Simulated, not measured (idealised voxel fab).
The following process module bears the name voxel self aligned contacts.
Section cut is 265 nm wide and gridded with 5 nm square cells.
In this document a cross-section is written as a grid of square cells. It is given as a series of bands, listed from the top down, and a band is one or more rows of cells. The band entry comprises the height of the band's top followed by the height of its bottom, expressed in nm, and subsequently the band's materials from left to right, each stated together with its width in nm. Where a single material is marked with the word "edge to edge", that material fills the band from edge to edge. The word "air" represents empty space. Basically, 0 is our baseline, since under it the wafer straight out of the box is all one material. The bottom band has no lower end and keeps on going down, so it looks like "top 0, no bottom". The two numbers in a width such as "30->40" mark its ends across the band: the first belongs to the top row of cells, the second to the bottom row, and from each row to the next the width moves by the same amount. Any step labelled "same as before" changed none of the cells in the cross-section. "Sealed void listing" specifies each empty space that is not open to the top and that occupies no fewer than 8 cells, using the form width x height at distance, the distance measured from the left edge and all three quantities in nm. Heads up: the bit after the settings on a step's line is the simulator's remark on that step. For masked steps, "overlay nm" on the step line gives how far right of plan the mask actually lay; a minus sign means it lay to the left.

Process steps foreseen in the plan
1: RECEIVE | material Si
2: OXIDIZE | depth nm 5
3: DIRECTIONAL_DEP | material polySi | thk nm 30
4: DIRECTIONAL_DEP | material SiN | thk nm 15
5: PATTERN | tone cover | mask id GATE | material resist | width nm 25 | pitch nm 60 | thk nm 20 | overlay nm 0
6: DIRECTIONAL_ETCH | etch materials SiN | depth nm 15
7: DIRECTIONAL_ETCH | etch materials polySi | depth nm 30
8: STRIP | etch materials resist
9: CONFORMAL_DEP | material SiN | thk nm 5
10: DIRECTIONAL_ETCH | etch materials SiN | depth nm 5
11: FILL_DEP | material SiO2 | thk nm 15
12: CMP | height nm 55
13: MASKED_ETCH | tone open | mask id CONTACT | width nm 45 | pitch nm 60 | etch materials SiO2 | depth nm 60 | overlay nm 0
14: CONFORMAL_DEP | material TiN | thk nm 5
15: FILL_DEP | material Ru | thk nm 5
16: CMP | height nm 55
17: CONFORMAL_DEP | material SiCN | thk nm 5

Here's what the wafer looked like in cross-section when it arrived - that's after step 1
    top 0, no bottom: Si edge to edge
    Sealed void listing: none

Figure: cross-sectional view of the wafer upon completion of the module, processed from the initial state and according to the plan depicted above, with one error introduced during execution
    top 60, bottom 55: SiCN edge to edge
    top 55, bottom 45: 85->95 SiO2, then 35->15 Ru, then 25->45 SiO2, then 35->15 Ru, then 85->95 SiO2
    top 45, bottom 30: 55 SiO2, then 35 SiN, then 5 SiO2, then 15 Ru, then 5 SiO2, then 35 SiN, then 5 SiO2, then 15 Ru, then 5 SiO2, then 35 SiN, then 55 SiO2
    top 30, bottom 0: 55 SiO2, then 5 SiN, then 25 polySi, then 5 SiN, then 5 SiO2, then 15 Ru, then 5 SiO2, then 5 SiN, then 25 polySi, then 5 SiN, then 5 SiO2, then 15 Ru, then 5 SiO2, then 5 SiN, then 25 polySi, then 5 SiN, then 55 SiO2
    top 0, bottom -5: SiO2 edge to edge
    top -5, no bottom: Si edge to edge
    Sealed void listing: none
Want to know what went wrong? step 14 ran differently from the plan; actual operation with settings: CONFORMAL_DEP | material SiO2 | thk nm 5
